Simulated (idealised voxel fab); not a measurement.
A process module follows: voxel transistor to metal.
Pictured: cross-section cut, 290 nm wide, on a grid of 5 nm square cells.
The cross-sections in this document take the form of a grid made of square cells. They are written out as bands, in order from top to bottom. Each band consists of one or more rows of cells. Top height, bottom height, nm. Materials left to right, width each, nm. Single material + "all across" = fills band edge to edge. "empty" = empty. Measure heights from 0. That's the level where, below it, the as-received wafer is all one material. The lowest band is bottomless and extends downward; write it as in "from 0 down". Top row gets the first number, bottom row gets the second, and each row in between changes by the same step: that is how a band width like "30..40" works. Take "remains unaltered" at face value: in the step it is given for, the cross-section changed in none of its cells. "Enclosed internal cavities" - sealed voids, min. 8 cells, no opening to top; format: width x height at distance (distance from left edge; nm throughout). after a step's settings: what the simulator itself notes on the step. You can add "overlay nm" to a step's line. For a step with a mask, it describes how far the mask lay to the right of its planned position, and a negative number describes a lay to the left.

Set out below are the planned steps of the process
1. RECEIVE [material Si]
2. CONFORMAL_DEP [material SiO2] [thk nm 5]
3. CONFORMAL_DEP [material SiN] [thk nm 15]
4. PATTERN [tone cover] [mask id ACTIVE] [material resist] [width nm 105] [pitch nm 125] [thk nm 15] [overlay nm 0]
5. DIRECTIONAL_ETCH [etch materials SiN] [depth nm 15]
6. DIRECTIONAL_ETCH [etch materials SiO2] [depth nm 5]
7. DIRECTIONAL_ETCH [etch materials Si] [depth nm 25]
8. STRIP [etch materials resist]
9. FILL_DEP [material SiO2] [thk nm 15]
10. CMP [height nm 20]
11. SELECTIVE_ETCH [etch materials SiO2] [depth nm 5]
12. STRIP [etch materials SiN]
13. SELECTIVE_ETCH [etch materials SiO2] [depth nm 5]
14. OXIDIZE [depth nm 5]
15. DIRECTIONAL_DEP [material polySi] [thk nm 30]
16. DIRECTIONAL_DEP [material SiCN] [thk nm 15]
17. PATTERN [tone cover] [mask id GATE] [material resist] [width nm 35] [pitch nm 125] [thk nm 15] [overlay nm 0]
18. DIRECTIONAL_ETCH [etch materials SiCN] [depth nm 25]
19. DIRECTIONAL_ETCH [etch materials polySi] [depth nm 40]
20. STRIP [etch materials resist]
21. CONFORMAL_DEP [material SiN] [thk nm 5]
22. DIRECTIONAL_ETCH [etch materials SiN] [depth nm 5]
23. DIRECTIONAL_ETCH [etch materials SiO2] [depth nm 5]
24. EPI [material pSi] [thk nm 5]
25. FILL_DEP [material SiO2] [thk nm 10]
26. CMP [height nm 30]
27. STRIP [etch materials polySi]
28. SELECTIVE_ETCH [etch materials SiO2] [depth nm 5]
29. CONFORMAL_DEP [material HfO2] [thk nm 5]
30. CONFORMAL_DEP [material TiN] [thk nm 5]
31. FILL_DEP [material W] [thk nm 5]
32. CMP [height nm 25]
33. DIRECTIONAL_DEP [material SiO2] [thk nm 15]
34. MASKED_ETCH [tone open] [mask id CONTACT] [width nm 15] [etch materials SiO2] [depth nm 40] [overlay nm 0]
35. CONFORMAL_DEP [material TiN] [thk nm 5]
36. FILL_DEP [material Ru] [thk nm 5]
37. CMP [height nm 40]
38. CONFORMAL_DEP [material SiCN] [thk nm 5]
39. DIRECTIONAL_DEP [material SiO2] [thk nm 25]
40. PATTERN [tone open] [mask id METAL_1] [material resist] [width nm 15] [thk nm 20] [overlay nm 0]
41. DIRECTIONAL_ETCH [etch materials SiO2] [depth nm 25]
42. DIRECTIONAL_ETCH [etch materials SiCN] [depth nm 5]
43. STRIP [etch materials resist]
44. CONFORMAL_DEP [material TiN] [thk nm 5]
45. FILL_DEP [material Ru] [thk nm 10]
46. CMP [height nm 70]
47. CONFORMAL_DEP [material SiCN] [thk nm 5]

as received, after step 1
- from 0 down  Si all across
- Enclosed internal cavities: none

One mistake in running the module, otherwise start and plan as above: cross-section at the end
- from 75 to 70  SiCN all across
- from 70 to 45  SiO2 (35); TiN (5); Ru (5); TiN (5); SiO2 (65); TiN (5); Ru (5); TiN (5); SiO2 (30); TiN (5); Ru (5); TiN (5); SiO2 (65); TiN (5); Ru (5); TiN (5); SiO2 (35)
- from 45 to 40  SiCN (35); TiN (15); SiCN (65); TiN (15); SiCN (30); TiN (15); SiCN (65); TiN (15); SiCN (35)
- from 40 to 25  SiO2 (35); TiN (5); Ru (5); TiN (5); SiO2 (65); TiN (5); Ru (5); TiN (5); SiO2 (30); TiN (5); Ru (5); TiN (5); SiO2 (65); TiN (5); Ru (5); TiN (5); SiO2 (35)
- from 25 to 10  SiO2 (35); TiN (5); Ru (5); TiN (5); SiO2 (10); SiN (5); HfO2 (5); TiN (5); W (15); TiN (5); HfO2 (5); SiN (5); SiO2 (10); TiN (5); Ru (5); TiN (5); SiO2 (30); TiN (5); Ru (5); TiN (5); SiO2 (10); SiN (5); HfO2 (5); TiN (5); W (15); TiN (5); HfO2 (5); SiN (5); SiO2 (10); TiN (5); Ru (5); TiN (5); SiO2 (35)
- from 10 to 5  SiO2 (25); SiN (5); SiO2 (5); TiN (5); Ru (5); TiN (5); SiO2 (10); SiN (5); HfO2 (5); TiN (5); W (15); TiN (5); HfO2 (5); SiN (5); SiO2 (10); TiN (5); Ru (5); TiN (5); SiO2 (5); SiN (5); SiO2 (10); SiN (5); SiO2 (5); TiN (5); Ru (5); TiN (5); SiO2 (10); SiN (5); HfO2 (5); TiN (5); W (15); TiN (5); HfO2 (5); SiN (5); SiO2 (10); TiN (5); Ru (5); TiN (5); SiO2 (5); SiN (5); SiO2 (25)
- from 5 to 0  SiO2 (25); SiN (5); SiO2 (5); TiN (15); SiO2 (10); SiN (5); HfO2 (5); TiN (25); HfO2 (5); SiN (5); SiO2 (10); TiN (15); SiO2 (5); SiN (5); SiO2 (10); SiN (5); SiO2 (5); TiN (15); SiO2 (10); SiN (5); HfO2 (5); TiN (25); HfO2 (5); SiN (5); SiO2 (10); TiN (15); SiO2 (5); SiN (5); SiO2 (25)
- from 0 to -5  SiO2 (30); pSi (30); HfO2 (45); pSi (30); SiO2 (20); pSi (30); HfO2 (45); pSi (30); SiO2 (30)
- from -5 to -50  SiO2 (30); Si (105); SiO2 (20); Si (105); SiO2 (30)
- from -50 down  Si all across
- Enclosed internal cavities: none
Diagnosis: step 7 of the plan was carried out twice
